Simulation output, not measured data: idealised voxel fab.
A process module follows: voxel transistor to metal.
Xsec cut, 215 nm wide, square cell size 5 nm.
A cross-section in this document is a grid of square cells, and it is written down as bands, the top band listed before the ones below it; a band is made up of one or more rows of cells.
Within each band entry, the heights of the top and of the bottom of the band appear first, in that order and in nm; the materials of the band then follow from left to right, each with its corresponding width in nm. The designation "all across" on a single material indicates that it fills the band from edge to edge; the designation "blank" indicates empty space.
Ref level 0: as-received wafer is one material below here. Bottom band extends down with no lower bound ("0 -> down").
The width entry "30 to 40" should be interpreted row by row: the top row of cells in the band takes the first number, the bottom row takes the second number, and the change between adjacent rows is uniform throughout.
Reading "no modifications" for a step: not a cell of the cross-section changed in it.
Listed in "Voids, fully enclosed": every empty space of 8 or more cells without an open way to the top. Form: width x height at distance, the distance being from the left edge, all in nm.
The remark found on a step's line after its settings is issued by the simulator itself and pertains to that step.
When a step includes a mask, the "overlay nm" setting on its line states how far to the right of its planned place that mask lay, and negative values state how far to the left.

## These are the steps we planned for the process
- 1: RECEIVE | material Si
- 2: CONFORMAL_DEP | material SiO2 | thk nm 5
- 3: CONFORMAL_DEP | material SiN | thk nm 10
- 4: DIRECTIONAL_DEP | material aC | thk nm 15
- 5: PATTERN | tone cover | mask id ACTIVE | material resist | width nm 115 | thk nm 30 | overlay nm 0
- 6: DIRECTIONAL_ETCH | etch materials aC | depth nm 15
- 7: STRIP | etch materials resist
- 8: DIRECTIONAL_ETCH | etch materials SiN | depth nm 10
- 9: DIRECTIONAL_ETCH | etch materials SiO2 | depth nm 5
- 10: DIRECTIONAL_ETCH | etch materials Si | depth nm 25
- 11: STRIP | etch materials aC
- 12: OXIDIZE | depth nm 5
- 13: FILL_DEP | material SiO2 | thk nm 15
- 14: CMP | height nm 15
- 15: SELECTIVE_ETCH | etch materials SiO2 | depth nm 10
- 16: STRIP | etch materials SiN
- 17: SELECTIVE_ETCH | etch materials SiO2 | depth nm 5
- 18: OXIDIZE | depth nm 5
- 19: DIRECTIONAL_DEP | material polySi | thk nm 25
- 20: DIRECTIONAL_DEP | material SiCN | thk nm 15
- 21: DIRECTIONAL_DEP | material aC | thk nm 15
- 22: PATTERN | tone cover | mask id GATE | material resist | width nm 25 | thk nm 35 | overlay nm 0
- 23: DIRECTIONAL_ETCH | etch materials aC | depth nm 15
- 24: STRIP | etch materials resist
- 25: DIRECTIONAL_ETCH | etch materials SiCN | depth nm 25
- 26: DIRECTIONAL_ETCH | etch materials polySi | depth nm 35
- 27: STRIP | etch materials aC
- 28: CONFORMAL_DEP | material SiN | thk nm 10
- 29: DIRECTIONAL_ETCH | etch materials SiN | depth nm 10
- 30: DIRECTIONAL_ETCH | etch materials SiO2 | depth nm 5
- 31: DIRECTIONAL_ETCH | etch materials Si | depth nm 5
- 32: EPI | material pSi | thk nm 5
- 33: FILL_DEP | material SiO2 | thk nm 10
- 34: CMP | height nm 25
- 35: STRIP | etch materials polySi
- 36: SELECTIVE_ETCH | etch materials SiO2 | depth nm 5
- 37: CONFORMAL_DEP | material HfO2 | thk nm 5
- 38: CONFORMAL_DEP | material TiN | thk nm 5
- 39: FILL_DEP | material W | thk nm 10
- 40: CMP | height nm 20
- 41: DIRECTIONAL_DEP | material SiO2 | thk nm 15
- 42: DIRECTIONAL_DEP | material aC | thk nm 15
- 43: PATTERN | tone open | mask id CONTACT | material resist | width nm 20 | pitch nm 75 | thk nm 35 | overlay nm 0
- 44: DIRECTIONAL_ETCH | etch materials aC | depth nm 15
- 45: STRIP | etch materials resist
- 46: DIRECTIONAL_ETCH | etch materials SiO2 | depth nm 40
- 47: STRIP | etch materials aC
- 48: CONFORMAL_DEP | material TiN | thk nm 5
- 49: FILL_DEP | material W | thk nm 10
- 50: CMP | height nm 35
- 51: DIRECTIONAL_DEP | material TiN | thk nm 5
- 52: DIRECTIONAL_DEP | material W | thk nm 25
- 53: DIRECTIONAL_DEP | material aC | thk nm 10
- 54: PATTERN | tone cover | mask id METAL_1 | material resist | width nm 15 | pitch nm 75 | thk nm 25 | overlay nm 0
- 55: DIRECTIONAL_ETCH | etch materials aC | depth nm 10
- 56: STRIP | etch materials resist
- 57: DIRECTIONAL_ETCH | etch materials W | depth nm 25
- 58: DIRECTIONAL_ETCH | etch materials TiN | depth nm 5
- 59: STRIP | etch materials aC
- 60: FILL_DEP | material SiO2 | thk nm 10
- 61: CMP | height nm 65
- 62: CONFORMAL_DEP | material SiCN | thk nm 5
- 63: DIRECTIONAL_DEP | material SiO2 | thk nm 35
- 64: MASKED_ETCH | tone open | mask id METAL_2 | width nm 20 | pitch nm 75 | etch materials SiO2 | depth nm 20 | overlay nm 0
- 65: PATTERN | tone open | mask id METAL_2_HOLES | material resist | width nm 15 | pitch nm 75 | thk nm 20 | overlay nm 0
- 66: DIRECTIONAL_ETCH | etch materials SiO2 | depth nm 15
- 67: DIRECTIONAL_ETCH | etch materials SiCN | depth nm 5
- 68: STRIP | etch materials resist
- 69: CONFORMAL_DEP | material TiN | thk nm 5
- 70: FILL_DEP | material Ru | thk nm 5
- 71: CMP | height nm 105
- 72: CONFORMAL_DEP | material SiN | thk nm 5
Same starting wafers, different width nm at step 54. Plan value belongs to the first wafer.

## Here's the first of the wafers in cross-section, just as we got it, i.e. after step 1
* 0 -> down: Si all across
* Voids, fully enclosed: none

## First of several wafers, sectioned at end of module (last step: step 72)
* 110 -> 105: SiN all across
* 105 -> 90: SiO2 60, then TiN 5, then Ru 10, then TiN 5, then SiO2 55, then TiN 5, then Ru 10, then TiN 5, then SiO2 60
* 90 -> 85: SiO2 60, then TiN 5, then Ru 5, then TiN 10, then SiO2 55, then TiN 5, then Ru 5, then TiN 10, then SiO2 60
* 85 -> 70: SiO2 60, then TiN 5, then Ru 5, then TiN 5, then SiO2 60, then TiN 5, then Ru 5, then TiN 5, then SiO2 65
* 70 -> 65: SiCN 60, then TiN 15, then SiCN 60, then TiN 15, then SiCN 65
* 65 -> 40: SiO2 65, then W 15, then SiO2 60, then W 15, then SiO2 60
* 40 -> 35: SiO2 65, then TiN 15, then SiO2 60, then TiN 15, then SiO2 60
* 35 -> 20: SiO2 60, then TiN 5, then W 10, then TiN 5, then SiO2 55, then TiN 5, then W 10, then TiN 5, then SiO2 60
* 20 -> 5: SiO2 60, then TiN 5, then W 10, then TiN 5, then SiO2 5, then SiN 10, then HfO2 5, then TiN 5, then W 5, then TiN 5, then HfO2 5, then SiN 10, then SiO2 5, then TiN 5, then W 10, then TiN 5, then SiO2 60
* 5 -> 0: SiO2 60, then TiN 5, then W 10, then TiN 5, then SiO2 5, then SiN 10, then HfO2 5, then TiN 15, then HfO2 5, then SiN 10, then SiO2 5, then TiN 5, then W 10, then TiN 5, then SiO2 60
* 0 -> -5: SiO2 60, then TiN 20, then pSi 5, then SiO2 5, then HfO2 35, then SiO2 5, then pSi 5, then TiN 20, then SiO2 60
* -5 -> -10: SiO2 55, then pSi 30, then Si 45, then pSi 30, then SiO2 55
* -10 -> -30: SiO2 55, then Si 105, then SiO2 55
* -30 -> down: Si all across
* Voids, fully enclosed: none

## A cross-section through the last wafer at the close of the module
* 110 -> 105: SiN all across
* 105 -> 90: SiO2 60, then TiN 5, then Ru 10, then TiN 5, then SiO2 55, then TiN 5, then Ru 10, then TiN 5, then SiO2 60
* 90 -> 85: SiO2 60, then TiN 5, then Ru 5, then TiN 10, then SiO2 55, then TiN 5, then Ru 5, then TiN 10, then SiO2 60
* 85 -> 70: SiO2 60, then TiN 5, then Ru 5, then TiN 5, then SiO2 60, then TiN 5, then Ru 5, then TiN 5, then SiO2 65
* 70 -> 65: SiCN 60, then TiN 15, then SiCN 60, then TiN 15, then SiCN 65
* 65 -> 40: SiO2 55, then W 35, then SiO2 40, then W 35, then SiO2 50
* 40 -> 35: SiO2 55, then TiN 35, then SiO2 40, then TiN 35, then SiO2 50
* 35 -> 20: SiO2 60, then TiN 5, then W 10, then TiN 5, then SiO2 55, then TiN 5, then W 10, then TiN 5, then SiO2 60
* 20 -> 5: SiO2 60, then TiN 5, then W 10, then TiN 5, then SiO2 5, then SiN 10, then HfO2 5, then TiN 5, then W 5, then TiN 5, then HfO2 5, then SiN 10, then SiO2 5, then TiN 5, then W 10, then TiN 5, then SiO2 60
* 5 -> 0: SiO2 60, then TiN 5, then W 10, then TiN 5, then SiO2 5, then SiN 10, then HfO2 5, then TiN 15, then HfO2 5, then SiN 10, then SiO2 5, then TiN 5, then W 10, then TiN 5, then SiO2 60
* 0 -> -5: SiO2 60, then TiN 20, then pSi 5, then SiO2 5, then HfO2 35, then SiO2 5, then pSi 5, then TiN 20, then SiO2 60
* -5 -> -10: SiO2 55, then pSi 30, then Si 45, then pSi 30, then SiO2 55
* -10 -> -30: SiO2 55, then Si 105, then SiO2 55
* -30 -> down: Si all across
* Voids, fully enclosed: none

## Below is a per-wafer table. In it, each row describes the wafer at the end of the module by giving, for each material, the number of cells gained (+) or lost (-) since the wafer was received, and after that the closed voids of the wafer
width nm 15; +15 HfO2; +20 Ru; -165 Si; +37 SiCN; +59 SiN; +818 SiO2; +87 TiN; +61 W; +14 pSi; Voids, fully enclosed: none
width nm 20; +15 HfO2; +20 Ru; -165 Si; +37 SiCN; +59 SiN; +806 SiO2; +89 TiN; +71 W; +14 pSi; Voids, fully enclosed: none
width nm 25; +15 HfO2; +20 Ru; -165 Si; +37 SiCN; +59 SiN; +794 SiO2; +91 TiN; +81 W; +14 pSi; Voids, fully enclosed: none
width nm 30; +15 HfO2; +20 Ru; -165 Si; +37 SiCN; +59 SiN; +782 SiO2; +93 TiN; +91 W; +14 pSi; Voids, fully enclosed: none
width nm 35; +15 HfO2; +20 Ru; -165 Si; +37 SiCN; +59 SiN; +770 SiO2; +95 TiN; +101 W; +14 pSi; Voids, fully enclosed: none
